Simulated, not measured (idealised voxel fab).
process module | voxel ribs on slabs
cross-section cut | 250 nm wide | cells 5 nm
A cross-section is a grid of square cells, given in bands from the top down. A band is one or more rows of cells.
Each band's line starts with the height of the band's top and of its bottom, in nm. Then come its materials from left to right, each with its width in nm. One material with "throughout" fills the band from edge to edge. "air" is empty space.
Height 0 is the level under which the wafer as received is all one material. The lowest band goes on downwards, as in "0 down".
A width such as "30 to 40" changes by the same amount from each row of cells to the next, from the band's top row to its bottom row.
"no change" after a step means that no cell of the cross-section changed.
closed voids: empty space of 8 cells or more with no open way to the top, each as width x height at its distance from the left edge, in nm
after a step's settings: what the simulator itself notes on the step
overlay nm, on a step with a mask: how far to the right of its planned place the mask lay; to the left if negative
plan
1 op RECEIVE | material Si
2 op DIRECTIONAL_DEP | material SiO2 | thk nm 20
3 op DIRECTIONAL_DEP | material SiN | thk nm 20
4 op PATTERN | tone cover | mask id RIB | material resist | width nm 25 | thk nm 20 | overlay nm 0
5 op DIRECTIONAL_ETCH | etch materials SiN | depth nm 10
6 op STRIP | etch materials resist
7 op PATTERN | tone cover | mask id SLAB | material resist | width nm 55 | thk nm 15 | overlay nm 0
8 op DIRECTIONAL_ETCH | etch materials SiN | depth nm 10
9 op STRIP | etch materials resist
10 op FILL_DEP | material SiO2 | thk nm 15
11 op CMP | height nm 50
12 op DIRECTIONAL_DEP | material TiN | thk nm 10
13 op MASKED_ETCH | tone cover | mask id HEATER | width nm 35 | etch materials TiN | depth nm 10 | overlay nm 0
14 op CONFORMAL_DEP | material SiN | thk nm 10
first wafer, as planned
as received, after step 1
  0 down: Si throughout
  closed voids: none
after step 2
  20 to 0: SiO2 throughout
  below 0: unchanged
after step 3
  40 to 20: SiN throughout
  below 20: unchanged
after step 4
  60 to 40: air 110 | resist 25 | air 115
  below 40: unchanged
after step 5
  60 to 40: air 110 | resist 25 | air 115
  40 to 30: air 110 | SiN 25 | air 115
  below 30: unchanged
after step 6
  40 to 30: air 110 | SiN 25 | air 115
  below 30: unchanged
after step 7
  55 to 40: air 95 | resist 55 | air 100
  40 to 30: air 95 | resist 15 | SiN 25 | resist 15 | air 100
  below 30: unchanged
after step 8
  55 to 40: air 95 | resist 55 | air 100
  40 to 30: air 95 | resist 15 | SiN 25 | resist 15 | air 100
  30 to 20: air 95 | SiN 55 | air 100
  below 20: unchanged
after step 9
  40 to 30: air 110 | SiN 25 | air 115
  below 30: unchanged
after step 10
  55 to 40: SiO2 throughout
  40 to 30: SiO2 110 | SiN 25 | SiO2 115
  30 to 20: SiO2 95 | SiN 55 | SiO2 100
  below 20: unchanged
after step 11
  50 to 40: SiO2 throughout
  below 40: unchanged
after step 12
  60 to 50: TiN throughout
  below 50: unchanged
after step 13
  60 to 50: air 105 | TiN 35 | air 110
  below 50: unchanged
after step 14
  70 to 60: air 95 | SiN 55 | air 100
  60 to 50: SiN 105 | TiN 35 | SiN 110
  below 50: unchanged
second wafer: like start, like plan, one mistake. Through step 1 it matches the first wafer
when step 2 should have ended
  20 to 0: SiN throughout
  below 0: unchanged
when step 3 should have ended
  40 to 20: SiO2 throughout
  below 20: unchanged
when step 4 should have ended
  60 to 40: air 110 | resist 25 | air 115
  below 40: unchanged
when step 5 should have ended: no change
when step 6 should have ended
  40 to 20: SiO2 throughout
  below 20: unchanged
when step 7 should have ended
  55 to 40: air 95 | resist 55 | air 100
  below 40: unchanged
when step 8 should have ended: no change
when step 9 should have ended
  40 to 20: SiO2 throughout
  below 20: unchanged
when step 10 should have ended
  55 to 20: SiO2 throughout
  below 20: unchanged
when step 11 should have ended
  50 to 20: SiO2 throughout
  below 20: unchanged
when step 12 should have ended
  60 to 50: TiN throughout
  below 50: unchanged
when step 13 should have ended
  60 to 50: air 105 | TiN 35 | air 110
  below 50: unchanged
when step 14 should have ended
  70 to 60: air 95 | SiN 55 | air 100
  60 to 50: SiN 105 | TiN 35 | SiN 110
  below 50: unchanged
what went wrong: steps 2 and 3 were swapped
at the end the second wafer has, in cells: 168 more of SiN | 168 fewer of SiO2
